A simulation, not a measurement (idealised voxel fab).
voxel ribs on slabs: a process module
250 nm wide, 5 nm square cells: that's cross-section cut.
When this document writes out a cross-section, it uses a grid of square cells and lists it as bands, beginning at the top and moving down, with a band standing for one or more rows of cells. Read a band's entry like this: the first values are the height of its top and the height of its bottom in nm, and what follows is the sequence of materials from left to right, each with its width in nm. Note that "air" is empty space, and that a single material marked "throughout" reaches across the band from edge to edge. Basically, 0 is our baseline, since under it the wafer straight out of the box is all one material. The bottom band has no lower end and keeps on going down, so it looks like "0..down". A width given as "30->40" starts at the first number in the band's top row and ends at the second number in its bottom row, shifting by an equal amount at every step from row to row. Where a step carries "stayed the same", the cross-section came out of it unchanged, cell for cell. The entry titled "Sealed void listing" provides the empty spaces that have no open way to the top, restricted to those of 8 cells or more. Each is presented as width x height at distance, the distance being measured from the left edge, with all three in nm. Anything after a step's settings on that line? It's the simulator's own note about the step. Each step line may optionally specify "overlay nm", which for a step with a mask gives the rightward distance between the mask's planned place and where it lay, a negative value indicating the leftward direction.
So here's the lineup of process steps we planned:
step 1: RECEIVE, material Si
step 2: DIRECTIONAL_DEP, material SiO2, thk nm 30
step 3: DIRECTIONAL_DEP, material SiN, thk nm 15
step 4: PATTERN, tone cover, mask id RIB, material resist, width nm 25, thk nm 15, overlay nm 0
step 5: DIRECTIONAL_ETCH, etch materials SiN, depth nm 5
step 6: STRIP, etch materials resist
step 7: MASKED_ETCH, tone cover, mask id SLAB, width nm 75, etch materials SiN, depth nm 10, overlay nm 0
step 8: FILL_DEP, material SiO2, thk nm 25
step 9: CMP, height nm 60
step 10: DIRECTIONAL_DEP, material TiN, thk nm 10
step 11: DIRECTIONAL_DEP, material aC, thk nm 10
step 12: PATTERN, tone cover, mask id HEATER, material resist, width nm 35, thk nm 30, overlay nm 0
step 13: DIRECTIONAL_ETCH, etch materials aC, depth nm 10
step 14: STRIP, etch materials resist
step 15: DIRECTIONAL_ETCH, etch materials TiN, depth nm 10
step 16: STRIP, etch materials aC
step 17: CONFORMAL_DEP, material SiN, thk nm 5
Step 1 complete: cross-section of the wafer as received:
* 0..down = Si throughout
* Sealed void listing: none
First of two wafers: cross-section at end of module, run per plan:
* 75..70 = air 100  SiN 45  air 105
* 70..65 = air 100  SiN 5  TiN 35  SiN 5  air 105
* 65..60 = SiN 105  TiN 35  SiN 110
* 60..45 = SiO2 throughout
* 45..40 = SiO2 110  SiN 25  SiO2 115
* 40..30 = SiO2 85  SiN 75  SiO2 90
* 30..0 = SiO2 throughout
* 0..down = Si throughout
* Sealed void listing: none
Cross-section of the latter of the two wafers at module completion. It had an identical start and an identical plan to the former; in running it, one mistake was made:
* 70..60 = air 105  TiN 35  air 110
* 60..45 = SiO2 throughout
* 45..40 = SiO2 110  SiN 25  SiO2 115
* 40..30 = SiO2 85  SiN 75  SiO2 90
* 30..0 = SiO2 throughout
* 0..down = Si throughout
* Sealed void listing: none
Where did the run depart from the plan? step 17 was dropped from the plan's execution and never run
Final comparison by cell count, materials where the second wafer has more or fewer than the first: 54 fewer of SiN
